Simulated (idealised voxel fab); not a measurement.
Herein follows the process module entitled voxel capacitor over wiring.
The cross-section shown here is cut; it is 275 nm wide and divided into square cells measuring 5 nm on a side.
Notation: cross-section as square-cell grid; stated in bands, top first, going down; one or more cell rows per band. Per band: top height and bottom height in nm, followed by the left-to-right materials and their widths in nm; "edge to edge" marks a single material spanning edge to edge, "empty" marks empty space. Note: height 0 marks the level under which the wafer is uniformly one material as received. Lowest band unbounded below, written "from 0 down". Think of "30..40" as a width that walks from the first number to the second as you go down the band, top row to bottom row, taking equal-sized steps from row to row. You'll sometimes find "stayed the same" written for a step, and that's the way of saying that nowhere in the cross-section did a cell change during that step. "Cavities, sealed": sealed empty spaces, 8 cells or more, no open way to top, listed width x height at distance, with distance from the left edge and width, height and distance in nm. Note: text after step settings on the step line = simulator remark on that step. A step's line can hold "overlay nm"; with a mask on that step, the setting says how far right of the planned place the mask lay, while a negative setting says it lay to the left.
### These are the steps we planned for the process
- 1: RECEIVE | material Si
- 2: CONFORMAL_DEP | material SiO2 | thk nm 15
- 3: CONFORMAL_DEP | material SiCN | thk nm 5
- 4: DIRECTIONAL_DEP | material lowk | thk nm 25
- 5: PATTERN | tone open | mask id METAL_1 | material resist | width nm 20 | pitch nm 80 | thk nm 15 | overlay nm 0
- 6: DIRECTIONAL_ETCH | etch materials lowk | depth nm 25
- 7: DIRECTIONAL_ETCH | etch materials SiCN | depth nm 5
- 8: STRIP | etch materials resist
- 9: CONFORMAL_DEP | material TiN | thk nm 5
- 10: FILL_DEP | material W | thk nm 10
- 11: CMP | height nm 45
- 12: EPI | material Ru | thk nm 5
- 13: FILL_DEP | material SiCN | thk nm 5
- 14: DIRECTIONAL_DEP | material SiO2 | thk nm 10
- 15: PATTERN | tone open | mask id PLUG_1 | material resist | width nm 15 | thk nm 15 | overlay nm 0
- 16: DIRECTIONAL_ETCH | etch materials SiO2 | depth nm 10
- 17: DIRECTIONAL_ETCH | etch materials SiCN | depth nm 5
- 18: STRIP | etch materials resist
- 19: CONFORMAL_DEP | material TiN | thk nm 5
- 20: FILL_DEP | material W | thk nm 5
- 21: CMP | height nm 65
- 22: DIRECTIONAL_DEP | material TiN | thk nm 5
- 23: DIRECTIONAL_DEP | material SiN | thk nm 5
- 24: DIRECTIONAL_DEP | material TiN | thk nm 10
- 25: DIRECTIONAL_DEP | material aC | thk nm 15
- 26: PATTERN | tone cover | mask id UPPER_PLATE | material resist | width nm 65 | thk nm 30 | overlay nm 0
- 27: DIRECTIONAL_ETCH | etch materials aC | depth nm 15
- 28: STRIP | etch materials resist
- 29: DIRECTIONAL_ETCH | etch materials TiN | depth nm 10
- 30: DIRECTIONAL_ETCH | etch materials SiN | depth nm 5
- 31: STRIP | etch materials aC
- 32: PATTERN | tone cover | mask id LOWER_PLATE | material resist | width nm 75 | thk nm 15 | overlay nm 0
- 33: DIRECTIONAL_ETCH | etch materials TiN | depth nm 5
- 34: STRIP | etch materials resist
- 35: FILL_DEP | material SiO2 | thk nm 15
- 36: CMP | height nm 95
- 37: MASKED_ETCH | tone open | mask id PLUG_2 | width nm 15 | etch materials SiO2 | depth nm 10 | overlay nm 0
- 38: CONFORMAL_DEP | material TiN | thk nm 5
- 39: FILL_DEP | material Ru | thk nm 5
- 40: CMP | height nm 95
- 41: CONFORMAL_DEP | material SiN | thk nm 5
### Shown in cross-section is the wafer as received, that is, as it stands after step 1
    from 0 down  Si edge to edge
    Cavities, sealed: none
### The first of two wafers, cross-sectioned at the end of the module, with the run proceeding as planned
    from 100 to 95  SiN edge to edge
    from 95 to 90  SiO2: 100  TiN: 5  Ru: 5  TiN: 5  SiO2: 160
    from 90 to 85  SiO2: 100  TiN: 15  SiO2: 160
    from 85 to 75  SiO2: 90  TiN: 65  SiO2: 120
    from 75 to 70  SiO2: 90  SiN: 65  SiO2: 120
    from 70 to 65  SiO2: 85  TiN: 75  SiO2: 115
    from 65 to 55  SiO2: 90  TiN: 5  W: 5  TiN: 5  SiO2: 170
    from 55 to 50  SiCN: 90  TiN: 15  SiCN: 170
    from 50 to 45  SiCN: 80  Ru: 30  SiCN: 50  Ru: 30  SiCN: 85
    from 45 to 20  lowk: 85  TiN: 5  W: 10  TiN: 5  lowk: 60  TiN: 5  W: 10  TiN: 5  lowk: 90
    from 20 to 15  SiCN: 85  TiN: 20  SiCN: 60  TiN: 20  SiCN: 90
    from 15 to 0  SiO2 edge to edge
    from 0 down  Si edge to edge
    Cavities, sealed: none
### End of module, second wafer, cross-section. Started like the first, planned like the first, run with one mistake
    from 100 to 95  SiN edge to edge
    from 95 to 90  TiN: 105  Ru: 5  TiN: 165
    from 90 to 85  SiO2: 100  TiN: 15  SiO2: 160
    from 85 to 75  SiO2: 90  TiN: 65  SiO2: 120
    from 75 to 70  SiO2: 90  SiN: 65  SiO2: 120
    from 70 to 65  SiO2: 85  TiN: 75  SiO2: 115
    from 65 to 55  SiO2: 90  TiN: 5  W: 5  TiN: 5  SiO2: 170
    from 55 to 50  SiCN: 90  TiN: 15  SiCN: 170
    from 50 to 45  SiCN: 80  Ru: 30  SiCN: 50  Ru: 30  SiCN: 85
    from 45 to 20  lowk: 85  TiN: 5  W: 10  TiN: 5  lowk: 60  TiN: 5  W: 10  TiN: 5  lowk: 90
    from 20 to 15  SiCN: 85  TiN: 20  SiCN: 60  TiN: 20  SiCN: 90
    from 15 to 0  SiO2 edge to edge
    from 0 down  Si edge to edge
    Cavities, sealed: none
Which mistake was made when the wafer was run? step 36, actual vs plan mismatch, actual run CMP | height nm 90
Cell-count delta at end, second wafer over first, by material: SiO2 -52; TiN +52
